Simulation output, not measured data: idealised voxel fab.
process module | voxel quadruple lines
cross-section cut | 220 nm wide | cells 5 nm
A cross-section is a grid of square cells, given in bands from the top down. A band is one or more rows of cells.
Each band's line starts with the height of the band's top and of its bottom, in nm. Then come its materials from left to right, each with its width in nm. One material with "throughout" fills the band from edge to edge. "air" is empty space.
Height 0 is the level under which the wafer as received is all one material. The lowest band goes on downwards, as in "0 down".
A width such as "30 to 40" changes by the same amount from each row of cells to the next, from the band's top row to its bottom row.
"no change" after a step means that no cell of the cross-section changed.
closed voids: empty space of 8 cells or more with no open way to the top, each as width x height at its distance from the left edge, in nm
after a step's settings: what the simulator itself notes on the step
overlay nm, on a step with a mask: how far to the right of its planned place the mask lay; to the left if negative
plan
1 op RECEIVE | material Si
2 op CONFORMAL_DEP | material SiO2 | thk nm 10
3 op DIRECTIONAL_DEP | material W | thk nm 15
4 op DIRECTIONAL_DEP | material polySi | thk nm 20
5 op DIRECTIONAL_DEP | material aC | thk nm 25
6 op PATTERN | tone cover | mask id MANDREL | material resist | width nm 35 | pitch nm 100 | thk nm 35 | overlay nm 0
7 op DIRECTIONAL_ETCH | etch materials aC | depth nm 25
8 op STRIP | etch materials resist
9 op CONFORMAL_DEP | material SiO2 | thk nm 15
10 op DIRECTIONAL_ETCH | etch materials SiO2 | depth nm 15
11 op STRIP | etch materials aC
12 op DIRECTIONAL_ETCH | etch materials polySi | depth nm 20
13 op STRIP | etch materials SiO2
14 op CONFORMAL_DEP | material SiCN | thk nm 10
15 op DIRECTIONAL_ETCH | etch materials SiCN | depth nm 10
16 op STRIP | etch materials polySi
17 op DIRECTIONAL_ETCH | etch materials W | depth nm 15
18 op STRIP | etch materials SiCN
19 op FILL_DEP | material SiO2 | thk nm 5
20 op CMP | height nm 25
first wafer, as planned
as received, after step 1
  0 down: Si throughout
  closed voids: none
after step 2
  10 to 0: SiO2 throughout
  below 0: unchanged
after step 3
  25 to 10: W throughout
  below 10: unchanged
after step 4
  45 to 25: polySi throughout
  below 25: unchanged
after step 5
  70 to 45: aC throughout
  below 45: unchanged
after step 6
  105 to 70: air 40 | resist 35 | air 65 | resist 35 | air 45
  below 70: unchanged
after step 7
  80 to 70: air 40 | resist 35 | air 65 | resist 35 | air 45
  70 to 45: air 40 | aC 35 | air 65 | aC 35 | air 45
  below 45: unchanged
after step 8
  70 to 45: air 40 | aC 35 | air 65 | aC 35 | air 45
  below 45: unchanged
after step 9
  85 to 70: air 25 | SiO2 65 | air 35 | SiO2 65 | air 30
  70 to 60: air 25 | SiO2 15 | aC 35 | SiO2 15 | air 35 | SiO2 15 | aC 35 | SiO2 15 | air 30
  60 to 45: SiO2 40 | aC 35 | SiO2 65 | aC 35 | SiO2 45
  below 45: unchanged
after step 10
  70 to 45: air 25 | SiO2 15 | aC 35 | SiO2 15 | air 35 | SiO2 15 | aC 35 | SiO2 15 | air 30
  below 45: unchanged
after step 11
  70 to 45: air 25 | SiO2 15 | air 35 | SiO2 15 | air 35 | SiO2 15 | air 35 | SiO2 15 | air 30
  below 45: unchanged
after step 12
  70 to 45: air 25 | SiO2 15 | air 35 | SiO2 15 | air 35 | SiO2 15 | air 35 | SiO2 15 | air 30
  45 to 25: air 25 | polySi 15 | air 35 | polySi 15 | air 35 | polySi 15 | air 35 | polySi 15 | air 30
  below 25: unchanged
after step 13
  45 to 25: air 25 | polySi 15 | air 35 | polySi 15 | air 35 | polySi 15 | air 35 | polySi 15 | air 30
  below 25: unchanged
after step 14
  55 to 45: air 15 | SiCN 35 | air 15 | SiCN 35 | air 15 | SiCN 35 | air 15 | SiCN 35 | air 20
  45 to 35: air 15 | SiCN 10 | polySi 15 | SiCN 10 | air 15 | SiCN 10 | polySi 15 | SiCN 10 | air 15 | SiCN 10 | polySi 15 | SiCN 10 | air 15 | SiCN 10 | polySi 15 | SiCN 10 | air 20
  35 to 25: SiCN 25 | polySi 15 | SiCN 35 | polySi 15 | SiCN 35 | polySi 15 | SiCN 35 | polySi 15 | SiCN 30
  below 25: unchanged
after step 15
  45 to 25: air 15 | SiCN 10 | polySi 15 | SiCN 10 | air 15 | SiCN 10 | polySi 15 | SiCN 10 | air 15 | SiCN 10 | polySi 15 | SiCN 10 | air 15 | SiCN 10 | polySi 15 | SiCN 10 | air 20
  below 25: unchanged
after step 16
  45 to 25: air 15 | SiCN 10 | air 15 | SiCN 10 | air 15 | SiCN 10 | air 15 | SiCN 10 | air 15 | SiCN 10 | air 15 | SiCN 10 | air 15 | SiCN 10 | air 15 | SiCN 10 | air 20
  below 25: unchanged
after step 17
  45 to 25: air 15 | SiCN 10 | air 15 | SiCN 10 | air 15 | SiCN 10 | air 15 | SiCN 10 | air 15 | SiCN 10 | air 15 | SiCN 10 | air 15 | SiCN 10 | air 15 | SiCN 10 | air 20
  25 to 10: air 15 | W 10 | air 15 | W 10 | air 15 | W 10 | air 15 | W 10 | air 15 | W 10 | air 15 | W 10 | air 15 | W 10 | air 15 | W 10 | air 20
  below 10: unchanged
after step 18
  25 to 10: air 15 | W 10 | air 15 | W 10 | air 15 | W 10 | air 15 | W 10 | air 15 | W 10 | air 15 | W 10 | air 15 | W 10 | air 15 | W 10 | air 20
  below 10: unchanged
after step 19
  30 to 25: SiO2 throughout
  25 to 10: SiO2 15 | W 10 | SiO2 15 | W 10 | SiO2 15 | W 10 | SiO2 15 | W 10 | SiO2 15 | W 10 | SiO2 15 | W 10 | SiO2 15 | W 10 | SiO2 15 | W 10 | SiO2 20
  below 10: unchanged
after step 20
  25 to 10: SiO2 15 | W 10 | SiO2 15 | W 10 | SiO2 15 | W 10 | SiO2 15 | W 10 | SiO2 15 | W 10 | SiO2 15 | W 10 | SiO2 15 | W 10 | SiO2 15 | W 10 | SiO2 20
  below 10: unchanged
second wafer: like start, like plan, one mistake. Through step 5 it matches the first wafer
when step 6 should have ended
  105 to 70: resist 40 | air 35 | resist 65 | air 35 | resist 45
  below 70: unchanged
when step 7 should have ended
  80 to 70: resist 40 | air 35 | resist 65 | air 35 | resist 45
  70 to 45: aC 40 | air 35 | aC 65 | air 35 | aC 45
  below 45: unchanged
when step 8 should have ended
  70 to 45: aC 40 | air 35 | aC 65 | air 35 | aC 45
  below 45: unchanged
when step 9 should have ended
  85 to 70: SiO2 55 | air 5 | SiO2 95 | air 5 | SiO2 60
  70 to 60: aC 40 | SiO2 15 | air 5 | SiO2 15 | aC 65 | SiO2 15 | air 5 | SiO2 15 | aC 45
  60 to 45: aC 40 | SiO2 35 | aC 65 | SiO2 35 | aC 45
  below 45: unchanged
when step 10 should have ended
  70 to 45: aC 40 | SiO2 15 | air 5 | SiO2 15 | aC 65 | SiO2 15 | air 5 | SiO2 15 | aC 45
  below 45: unchanged
when step 11 should have ended
  70 to 45: air 40 | SiO2 15 | air 5 | SiO2 15 | air 65 | SiO2 15 | air 5 | SiO2 15 | air 45
  below 45: unchanged
when step 12 should have ended
  70 to 45: air 40 | SiO2 15 | air 5 | SiO2 15 | air 65 | SiO2 15 | air 5 | SiO2 15 | air 45
  45 to 25: air 40 | polySi 15 | air 5 | polySi 15 | air 65 | polySi 15 | air 5 | polySi 15 | air 45
  below 25: unchanged
when step 13 should have ended
  45 to 25: air 40 | polySi 15 | air 5 | polySi 15 | air 65 | polySi 15 | air 5 | polySi 15 | air 45
  below 25: unchanged
when step 14 should have ended
  55 to 45: air 30 | SiCN 55 | air 45 | SiCN 55 | air 35
  45 to 35: air 30 | SiCN 10 | polySi 15 | SiCN 5 | polySi 15 | SiCN 10 | air 45 | SiCN 10 | polySi 15 | SiCN 5 | polySi 15 | SiCN 10 | air 35
  35 to 25: SiCN 40 | polySi 15 | SiCN 5 | polySi 15 | SiCN 65 | polySi 15 | SiCN 5 | polySi 15 | SiCN 45
  below 25: unchanged
when step 15 should have ended
  45 to 25: air 30 | SiCN 10 | polySi 15 | SiCN 5 | polySi 15 | SiCN 10 | air 45 | SiCN 10 | polySi 15 | SiCN 5 | polySi 15 | SiCN 10 | air 35
  below 25: unchanged
when step 16 should have ended
  45 to 25: air 30 | SiCN 10 | air 15 | SiCN 5 | air 15 | SiCN 10 | air 45 | SiCN 10 | air 15 | SiCN 5 | air 15 | SiCN 10 | air 35
  below 25: unchanged
when step 17 should have ended
  45 to 25: air 30 | SiCN 10 | air 15 | SiCN 5 | air 15 | SiCN 10 | air 45 | SiCN 10 | air 15 | SiCN 5 | air 15 | SiCN 10 | air 35
  25 to 10: air 30 | W 10 | air 15 | W 5 | air 15 | W 10 | air 45 | W 10 | air 15 | W 5 | air 15 | W 10 | air 35
  below 10: unchanged
when step 18 should have ended
  25 to 10: air 30 | W 10 | air 15 | W 5 | air 15 | W 10 | air 45 | W 10 | air 15 | W 5 | air 15 | W 10 | air 35
  below 10: unchanged
when step 19 should have ended
  30 to 25: SiO2 throughout
  25 to 10: SiO2 30 | W 10 | SiO2 15 | W 5 | SiO2 15 | W 10 | SiO2 45 | W 10 | SiO2 15 | W 5 | SiO2 15 | W 10 | SiO2 35
  below 10: unchanged
when step 20 should have ended
  25 to 10: SiO2 30 | W 10 | SiO2 15 | W 5 | SiO2 15 | W 10 | SiO2 45 | W 10 | SiO2 15 | W 5 | SiO2 15 | W 10 | SiO2 35
  below 10: unchanged
what went wrong: step 6 ran as: op PATTERN | tone open | mask id MANDREL | material resist | width nm 35 | pitch nm 100 | thk nm 35 | overlay nm 0
at the end the second wafer has, in cells: 18 more of SiO2 | 18 fewer of W
